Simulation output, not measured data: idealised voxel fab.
Presented below is a process module, voxel ribs on slabs.
This is section cut - it's 160 nm across, gridded in 5 nm square cells.
This document writes a cross-section as a grid whose cells are square, and gives it as bands, listed from the top down; one or more rows of cells form a band.
Read a band's entry like this: the first values are the height of its top and the height of its bottom in nm, and what follows is the sequence of materials from left to right, each with its width in nm. Note that "air" is empty space, and that a single material marked "all across" reaches across the band from edge to edge.
Heads up on the height convention: 0 is the point under which the incoming wafer is all one material, and the lowest band has no bottom, it just keeps going down, like "z 0 and below".
Quick explanation for "30->40": the width changes in equal steps down the rows of cells, from the first number in the band's top row to the second number in its bottom row.
A step reported as "nothing got changed" is a step in which no cell of the cross-section changed.
In "Trapped voids" the enclosed voids are listed, meaning empty spaces of 8 cells or larger without any opening to the top. The form is width x height at distance, distance from the left edge, units nm.
Note: text after step settings on the step line = simulator remark on that step.
overlay nm: mask offset rightward from planned place, masked step; negative means leftward offset.

## Steps in the process plan
- 1: RECEIVE | material Si
- 2: DIRECTIONAL_DEP | material SiO2 | thk nm 20
- 3: DIRECTIONAL_DEP | material polySi | thk nm 25
- 4: DIRECTIONAL_DEP | material aC | thk nm 10
- 5: PATTERN | tone cover | mask id RIB | material resist | width nm 30 | thk nm 25 | overlay nm 0
- 6: DIRECTIONAL_ETCH | etch materials aC | depth nm 10
- 7: STRIP | etch materials resist
- 8: DIRECTIONAL_ETCH | etch materials polySi | depth nm 5
- 9: STRIP | etch materials aC
- 10: DIRECTIONAL_DEP | material aC | thk nm 15
- 11: PATTERN | tone cover | mask id SLAB | material resist | width nm 80 | thk nm 35 | overlay nm 0
- 12: DIRECTIONAL_ETCH | etch materials aC | depth nm 15
- 13: STRIP | etch materials resist
- 14: DIRECTIONAL_ETCH | etch materials polySi | depth nm 20
- 15: STRIP | etch materials aC
- 16: FILL_DEP | material SiO2 | thk nm 20
- 17: CMP | height nm 60
- 18: DIRECTIONAL_DEP | material W | thk nm 10
- 19: DIRECTIONAL_DEP | material aC | thk nm 15
- 20: PATTERN | tone cover | mask id HEATER | material resist | width nm 40 | thk nm 30 | overlay nm 0
- 21: DIRECTIONAL_ETCH | etch materials aC | depth nm 15
- 22: STRIP | etch materials resist
- 23: DIRECTIONAL_ETCH | etch materials W | depth nm 10
- 24: STRIP | etch materials aC
- 25: CONFORMAL_DEP | material SiO2 | thk nm 10

## So this is the incoming wafer in cross-section - it's already been through step 1
- z 0 and below  Si all across
- Trapped voids: none

## Wafer cross-section at module end: first of two, run to plan
- z 80 to 70  air 50 nm, then SiO2 60 nm, then air 50 nm
- z 70 to 60  SiO2 60 nm, then W 40 nm, then SiO2 60 nm
- z 60 to 45  SiO2 all across
- z 45 to 40  SiO2 65 nm, then polySi 30 nm, then SiO2 65 nm
- z 40 to 20  SiO2 40 nm, then polySi 80 nm, then SiO2 40 nm
- z 20 to 0  SiO2 all across
- z 0 and below  Si all across
- Trapped voids: none

## Cross-sectional image of the second wafer of the two following completion of the module. Starting state and process plan were the same as for the first wafer; one execution error occurred
- z 80 to 70  air 50 nm, then SiO2 60 nm, then air 50 nm
- z 70 to 60  SiO2 60 nm, then W 40 nm, then SiO2 60 nm
- z 60 to 25  SiO2 all across
- z 25 to 0  polySi all across
- z 0 and below  Si all across
- Trapped voids: none
Finding, execution versus plan: the run placed steps 2 and 3 each in the position the plan gave to the other
End check, counted in cells, second wafer has more or fewer of these materials than the first: -90 SiO2 | +90 polySi
